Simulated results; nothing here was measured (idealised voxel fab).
Proc. module: voxel local oxidation
Section shown: cut. Width: 265 nm. Cell size: 5 nm, square.
A cross-section in this document is a grid of square cells, and it is written down as bands, the top band listed before the ones below it; a band is made up of one or more rows of cells.
A band entry consists of two parts. The first gives the height of the band's top and the height of its bottom, in nm. The rest lists the band's materials from left to right, each with its width in nm. A single material labelled with the word "everywhere" fills the band from edge to edge, and the word "blank" marks empty space.
Below 0: as-received wafer, all one material; heights counted from there. Lowest band: no bottom, goes on down, written "0..down".
Read "30..40" as a graded width: first number on top, second number at the bottom, same change between each pair of neighbouring rows.
"identical to before", as given for a step, is the statement that not any cell of the cross-section underwent a change during that step.
The list in "Enclosed void inventory" covers empty spaces of 8 cells or more that cannot reach the top through any open way, and it gives each as width x height at distance; the distance is from the left edge, and width, height and distance are in nm.
Past the settings on a step's line: simulator remark, on that step.
If you see "overlay nm" on a step's line and that step has a mask, it's telling you how far right of where it was planned the mask ended up; a negative number means it went left instead.
From here on the document is pairs. In a pair, the cross-section before one process step comes with the cross-section after it, and the latter goes no deeper than the lowest band that changed. What lies in between, the step and its settings, is written under the pair. A pair may be from a different run of this module on the same starting wafer than the pair above it, so it continues from that pair only where its entry headed "Prior state" says so.

Prior state:
0..down: Si everywhere
Enclosed void inventory: none

Post-Step Section View:
0..-5: SiO2 everywhere
Below -5 it's all the same as before, nothing changed down there.
Enclosed void inventory: none
Operation between the pre and post cross-sections above: OXIDIZE [depth nm 5]

Prior state: cross-section not repeated; it is the one shown after the step in the pair just above.

Post-Step Section View:
15..0: SiN everywhere
Below 0 it's all the same as before, nothing changed down there.
Enclosed void inventory: none
Operation between the pre and post cross-sections above: CONFORMAL_DEP [material SiN] [thk nm 15]

Prior state: cross-section not repeated; it is the one shown after the step in the pair just above.

Post-Step Section View:
15..0: 80 blank; 100 SiN; 85 blank
Below 0 it's all the same as before, nothing changed down there.
Enclosed void inventory: none
Operation between the pre and post cross-sections above: MASKED_ETCH [tone cover] [mask id ACTIVE] [width nm 100] [etch materials SiN] [depth nm 15] [overlay nm 0]

Prior state: cross-section not repeated; it is the one shown after the step in the pair just above.

Post-Step Section View:
15..0: 80 blank; 100 SiN; 85 blank
0..-5: 85 blank; 90 SiO2; 90 blank
Below -5 it's all the same as before, nothing changed down there.
Enclosed void inventory: none
Operation between the pre and post cross-sections above: SELECTIVE_ETCH [etch materials SiO2] [depth nm 5]

Prior state: cross-section not repeated; it is the one shown after the step in the pair just above.

Post-Step Section View:
15..0: 80 blank; 100 SiN; 85 blank
0..-5: 85 blank; 90 SiO2; 90 blank
-5..-15: 95 SiO2; 70 Si; 100 SiO2
Below -15 it's all the same as before, nothing changed down there.
Enclosed void inventory: none
Operation between the pre and post cross-sections above: OXIDIZE [depth nm 10]

Prior state: cross-section not repeated; it is the one shown after the step in the pair just above.

Post-Step Section View:
0..-5: 85 blank; 90 SiO2; 90 blank
Below -5 it's all the same as before, nothing changed down there.
Enclosed void inventory: none
Operation between the pre and post cross-sections above: STRIP [etch materials SiN]

Prior state:
0..-5: SiO2 everywhere
-5..down: Si everywhere
Enclosed void inventory: none

Post-Step Section View:
-5..down: Si everywhere
Enclosed void inventory: none
Operation between the pre and post cross-sections above: SELECTIVE_ETCH [etch materials SiO2] [depth nm 5]

Prior state: cross-section not repeated; it is the one shown after the step in the pair just above.

Post-Step Section View:
-5..-15: SiO2 everywhere
Below -15 it's all the same as before, nothing changed down there.
Enclosed void inventory: none
Operation between the pre and post cross-sections above: OXIDIZE [depth nm 10]

Prior state:
15..0: 80 blank; 100 SiN; 85 blank
0..-5: 85 blank; 90 SiO2; 90 blank
-5..down: Si everywhere
Enclosed void inventory: none

Post-Step Section View:
0..-5: 85 blank; 90 SiO2; 90 blank
Below -5 it's all the same as before, nothing changed down there.
Enclosed void inventory: none
Operation between the pre and post cross-sections above: STRIP [etch materials SiN]

Prior state: cross-section not repeated; it is the one shown after the step in the pair just above.

Post-Step Section View:
0..-5: 85 blank; 90 SiO2; 90 blank
-5..-15: 95 SiO2; 70 Si; 100 SiO2
Below -15 it's all the same as before, nothing changed down there.
Enclosed void inventory: none
Operation between the pre and post cross-sections above: OXIDIZE [depth nm 10]

Prior state:
15..0: 80 blank; 100 SiN; 85 blank
0..-5: 85 blank; 90 SiO2; 90 blank
-5..down: Si everywhere
Enclosed void inventory: none

Post-Step Section View:
15..0: 80 blank; 100 SiN; 85 blank
0..-5: 85 blank; 90 SiO2; 90 blank
-5..-20: 100 SiO2; 60 Si; 105 SiO2
Below -20 it's all the same as before, nothing changed down there.
Enclosed void inventory: none
Operation between the pre and post cross-sections above: OXIDIZE [depth nm 15]

Prior state: cross-section not repeated; it is the one shown after the step in the pair just above.

Post-Step Section View:
0..-5: 85 blank; 90 SiO2; 90 blank
Below -5 it's all the same as before, nothing changed down there.
Enclosed void inventory: none
Operation between the pre and post cross-sections above: STRIP [etch materials SiN]

Prior state:
15..0: SiN everywhere
0..-5: SiO2 everywhere
-5..down: Si everywhere
Enclosed void inventory: none

Post-Step Section View:
15..0: 80 blank; 105 SiN; 80 blank
Below 0 it's all the same as before, nothing changed down there.
Enclosed void inventory: none
Operation between the pre and post cross-sections above: MASKED_ETCH [tone cover] [mask id ACTIVE] [width nm 105] [etch materials SiN] [depth nm 15] [overlay nm 0]

Prior state: cross-section not repeated; it is the one shown after the step in the pair just above.

Post-Step Section View:
15..0: 80 blank; 105 SiN; 80 blank
0..-5: 85 blank; 95 SiO2; 85 blank
Below -5 it's all the same as before, nothing changed down there.
Enclosed void inventory: none
Operation between the pre and post cross-sections above: SELECTIVE_ETCH [etch materials SiO2] [depth nm 5]

Prior state: cross-section not repeated; it is the one shown after the step in the pair just above.

Post-Step Section View:
15..0: 80 blank; 105 SiN; 80 blank
0..-5: 85 blank; 95 SiO2; 85 blank
-5..-15: 95 SiO2; 75 Si; 95 SiO2
Below -15 it's all the same as before, nothing changed down there.
Enclosed void inventory: none
Operation between the pre and post cross-sections above: OXIDIZE [depth nm 10]

Prior state: cross-section not repeated; it is the one shown after the step in the pair just above.

Post-Step Section View:
0..-5: 85 blank; 95 SiO2; 85 blank
Below -5 it's all the same as before, nothing changed down there.
Enclosed void inventory: none
Operation between the pre and post cross-sections above: STRIP [etch materials SiN]

Prior state:
15..0: SiN everywhere
0..-5: SiO2 everywhere
-5..down: Si everywhere
Enclosed void inventory: none

Post-Step Section View:
15..0: 90 blank; 100 SiN; 75 blank
Below 0 it's all the same as before, nothing changed down there.
Enclosed void inventory: none
Operation between the pre and post cross-sections above: MASKED_ETCH [tone cover] [mask id ACTIVE] [width nm 100] [etch materials SiN] [depth nm 15] [overlay nm 10]

Prior state: cross-section not repeated; it is the one shown after the step in the pair just above.

Post-Step Section View:
15..0: 90 blank; 100 SiN; 75 blank
0..-5: 95 blank; 90 SiO2; 80 blank
Below -5 it's all the same as before, nothing changed down there.
Enclosed void inventory: none
Operation between the pre and post cross-sections above: SELECTIVE_ETCH [etch materials SiO2] [depth nm 5]

Prior state: cross-section not repeated; it is the one shown after the step in the pair just above.

Post-Step Section View:
15..0: 90 blank; 100 SiN; 75 blank
0..-5: 95 blank; 90 SiO2; 80 blank
-5..-15: 105 SiO2; 70 Si; 90 SiO2
Below -15 it's all the same as before, nothing changed down there.
Enclosed void inventory: none
Operation between the pre and post cross-sections above: OXIDIZE [depth nm 10]

Prior state: cross-section not repeated; it is the one shown after the step in the pair just above.

Post-Step Section View:
0..-5: 95 blank; 90 SiO2; 80 blank
Below -5 it's all the same as before, nothing changed down there.
Enclosed void inventory: none
Operation between the pre and post cross-sections above: STRIP [etch materials SiN]

Prior state:
15..0: 80 blank; 100 SiN; 85 blank
0..-5: 85 blank; 90 SiO2; 90 blank
-5..-15: 95 SiO2; 70 Si; 100 SiO2
-15..down: Si everywhere
Enclosed void inventory: none

Post-Step Section View:
-5..-15: 95 blank; 70 Si; 100 blank
Below -15 it's all the same as before, nothing changed down there.
Enclosed void inventory: none
Operation between the pre and post cross-sections above: STRIP [etch materials SiO2]

Prior state:
15..0: SiN everywhere
0..-5: SiO2 everywhere
-5..down: Si everywhere
Enclosed void inventory: none

Post-Step Section View:
15..0: 80 SiN; 100 blank; 85 SiN
Below 0 it's all the same as before, nothing changed down there.
Enclosed void inventory: none
Operation between the pre and post cross-sections above: MASKED_ETCH [tone open] [mask id ACTIVE] [width nm 100] [etch materials SiN] [depth nm 15] [overlay nm 0]

Prior state: cross-section not repeated; it is the one shown after the step in the pair just above.

Post-Step Section View:
15..0: 80 SiN; 100 blank; 85 SiN
0..-5: 75 SiO2; 110 blank; 80 SiO2
Below -5 it's all the same as before, nothing changed down there.
Enclosed void inventory: none
Operation between the pre and post cross-sections above: SELECTIVE_ETCH [etch materials SiO2] [depth nm 5]

Prior state: cross-section not repeated; it is the one shown after the step in the pair just above.

Post-Step Section View:
15..0: 80 SiN; 100 blank; 85 SiN
0..-5: 75 SiO2; 110 blank; 80 SiO2
-5..-15: 65 Si; 130 SiO2; 70 Si
Below -15 it's all the same as before, nothing changed down there.
Enclosed void inventory: none
Operation between the pre and post cross-sections above: OXIDIZE [depth nm 10]

Prior state: cross-section not repeated; it is the one shown after the step in the pair just above.

Post-Step Section View:
0..-5: 75 SiO2; 110 blank; 80 SiO2
Below -5 it's all the same as before, nothing changed down there.
Enclosed void inventory: none
Operation between the pre and post cross-sections above: STRIP [etch materials SiN]
